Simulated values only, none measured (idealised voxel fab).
Process module under the name voxel capacitor over wiring
The width of the displayed cross-section, cut, is 240 nm; its cells are square, with a size of 5 nm.
Reading order for cross-sections: top band down to bottom band. Underlying form: a grid of square cells. Band size: one or more rows of cells.
What a band's entry tells you: where the top is and where the bottom is, as heights in nm, and after that what lies inside, material by material from left to right, each with its width in nm. Empty space is written as the word "blank", and a single material marked with the word "all across" occupies the band from edge to edge.
Height reference: 0 = level under which incoming wafer is all one material. Lowest band: no bottom, runs on downward, e.g. "0 down".
With a width like "30 to 40", each row of cells in the band differs from the next by the same amount, the top row carrying the first number and the bottom row the second.
It should be understood that the words "changes: none", when stated for a given step, signify that the cross-section underwent no change in any of its cells during that step.
You'll see "Voids, fully enclosed" listing empty spaces that have no way open to the top, as long as they're 8 cells or more; the notation is width x height at distance, where the distance is from the left edge, and all of it is in nm.
That trailing text on a step's line, after the settings, is the simulator's own remark on the step.
"overlay nm" answers the question of how far to the right of plan the mask lay on a step that has a mask, and when it is negative the answer is to the left.
**This section lists the process steps that were planned**
| 1 | RECEIVE: material Si |
| 2 | CONFORMAL_DEP: material SiO2, thk nm 15 |
| 3 | DIRECTIONAL_DEP: material TiN, thk nm 5 |
| 4 | DIRECTIONAL_DEP: material W, thk nm 25 |
| 5 | MASKED_ETCH: tone cover, mask id METAL_1, width nm 20, pitch nm 80, etch materials W, depth nm 25, overlay nm 0 |
| 6 | MASKED_ETCH: tone cover, mask id METAL_1, width nm 20, pitch nm 80, etch materials TiN, depth nm 5, overlay nm 0 |
| 7 | CONFORMAL_DEP: material SiN, thk nm 5 |
| 8 | FILL_DEP: material lowk, thk nm 10 |
| 9 | CMP: height nm 45 |
| 10 | CONFORMAL_DEP: material SiCN, thk nm 5 |
| 11 | DIRECTIONAL_DEP: material SiO2, thk nm 10 |
| 12 | MASKED_ETCH: tone open, mask id PLUG_1, width nm 15, etch materials SiO2, depth nm 10, overlay nm 0 |
| 13 | MASKED_ETCH: tone open, mask id PLUG_1, width nm 15, etch materials SiCN, depth nm 5, overlay nm -15 |
| 14 | EPI: material Ru, thk nm 10 |
| 15 | EPI: material Ru, thk nm 5 |
| 16 | DIRECTIONAL_DEP: material TiN, thk nm 5 |
| 17 | DIRECTIONAL_DEP: material Al2O3, thk nm 5 |
| 18 | DIRECTIONAL_DEP: material TiN, thk nm 10 |
| 19 | PATTERN: tone cover, mask id UPPER_PLATE, material resist, width nm 65, thk nm 20, overlay nm 0 |
| 20 | DIRECTIONAL_ETCH: etch materials TiN, depth nm 10 |
| 21 | DIRECTIONAL_ETCH: etch materials Al2O3, depth nm 5 |
| 22 | STRIP: etch materials resist |
| 23 | PATTERN: tone cover, mask id LOWER_PLATE, material resist, width nm 75, thk nm 15, overlay nm 0 |
| 24 | DIRECTIONAL_ETCH: etch materials TiN, depth nm 5 |
| 25 | STRIP: etch materials resist |
| 26 | FILL_DEP: material SiO2, thk nm 15 |
| 27 | CMP: height nm 90 |
| 28 | PATTERN: tone open, mask id PLUG_2, material resist, width nm 15, thk nm 20, overlay nm 0 |
| 29 | DIRECTIONAL_ETCH: etch materials SiO2, depth nm 10 |
| 30 | STRIP: etch materials resist |
| 31 | CONFORMAL_DEP: material TiN, thk nm 5 |
| 32 | FILL_DEP: material Cu, thk nm 10 |
| 33 | CMP: height nm 90 |
| 34 | CONFORMAL_DEP: material SiN, thk nm 5 |
Heads up: all these wafers start the same, and what changes between them is the overlay nm in step 13. The value you see in the plan is just what the first wafer got.
**Received condition of the first of several wafers, sectioned: post-step 1**
    0 down  Si all across
    Voids, fully enclosed: none
**Quick look at the cross-section of the first of several wafers after step 34, which wraps up the module**
    95 to 90  SiN all across
    90 to 85  SiO2 85 nm / TiN 5 nm / Cu 5 nm / TiN 5 nm / SiO2 140 nm
    85 to 80  SiO2 85 nm / TiN 15 nm / SiO2 140 nm
    80 to 70  SiO2 90 nm / TiN 50 nm / SiO2 100 nm
    70 to 65  SiO2 75 nm / TiN 15 nm / Al2O3 50 nm / SiO2 100 nm
    65 to 60  SiO2 70 nm / TiN 75 nm / SiO2 95 nm
    60 to 55  SiO2 75 nm / Al2O3 15 nm / SiO2 150 nm
    55 to 50  SiO2 75 nm / TiN 15 nm / SiO2 150 nm
    50 to 45  SiCN all across
    45 to 20  lowk 65 nm / SiN 5 nm / W 20 nm / SiN 5 nm / lowk 50 nm / SiN 5 nm / W 20 nm / SiN 5 nm / lowk 65 nm
    20 to 15  SiN 70 nm / TiN 20 nm / SiN 60 nm / TiN 20 nm / SiN 70 nm
    15 to 0  SiO2 all across
    0 down  Si all across
    Voids, fully enclosed: none
**Wafer cross-section (last wafer, module end)**
    95 to 90  SiN all across
    90 to 85  SiO2 85 nm / TiN 5 nm / Cu 5 nm / TiN 5 nm / SiO2 140 nm
    85 to 80  SiO2 85 nm / TiN 15 nm / SiO2 140 nm
    80 to 70  SiO2 90 nm / TiN 50 nm / SiO2 100 nm
    70 to 65  SiO2 75 nm / TiN 15 nm / Al2O3 50 nm / SiO2 100 nm
    65 to 60  SiO2 70 nm / TiN 75 nm / SiO2 95 nm
    60 to 55  SiO2 75 nm / Al2O3 15 nm / SiO2 150 nm
    55 to 50  SiO2 75 nm / TiN 15 nm / SiO2 150 nm
    50 to 45  SiCN all across
    45 to 20  lowk 65 nm / SiN 5 nm / W 20 nm / SiN 5 nm / lowk 50 nm / SiN 5 nm / W 20 nm / SiN 5 nm / lowk 65 nm
    20 to 15  SiN 70 nm / TiN 20 nm / SiN 60 nm / TiN 20 nm / SiN 70 nm
    15 to 0  SiO2 all across
    0 down  Si all across
    Voids, fully enclosed: none
**Where each wafer stands at the end of the module, a row apiece: cells of each material gained (+) or lost (-) since it was received, then closed voids**
overlay nm -15 | +13 Al2O3 | +1 Cu | +48 SiCN | +108 SiN | +468 SiO2 | +54 TiN | +40 W | +180 lowk | Voids, fully enclosed: none
overlay nm -10 | +13 Al2O3 | +1 Cu | +7 Ru | +47 SiCN | +108 SiN | +462 SiO2 | +54 TiN | +40 W | +180 lowk | Voids, fully enclosed: none
overlay nm -5 | +13 Al2O3 | +1 Cu | +8 Ru | +46 SiCN | +108 SiN | +462 SiO2 | +54 TiN | +40 W | +180 lowk | Voids, fully enclosed: none
overlay nm 0 | +13 Al2O3 | +1 Cu | +9 Ru | +45 SiCN | +108 SiN | +462 SiO2 | +54 TiN | +40 W | +180 lowk | Voids, fully enclosed: none
overlay nm 5 | +13 Al2O3 | +1 Cu | +8 Ru | +46 SiCN | +108 SiN | +462 SiO2 | +54 TiN | +40 W | +180 lowk | Voids, fully enclosed: none
overlay nm 10 | +13 Al2O3 | +1 Cu | +7 Ru | +47 SiCN | +108 SiN | +462 SiO2 | +54 TiN | +40 W | +180 lowk | Voids, fully enclosed: none
overlay nm 15 | +13 Al2O3 | +1 Cu | +48 SiCN | +108 SiN | +468 SiO2 | +54 TiN | +40 W | +180 lowk | Voids, fully enclosed: none
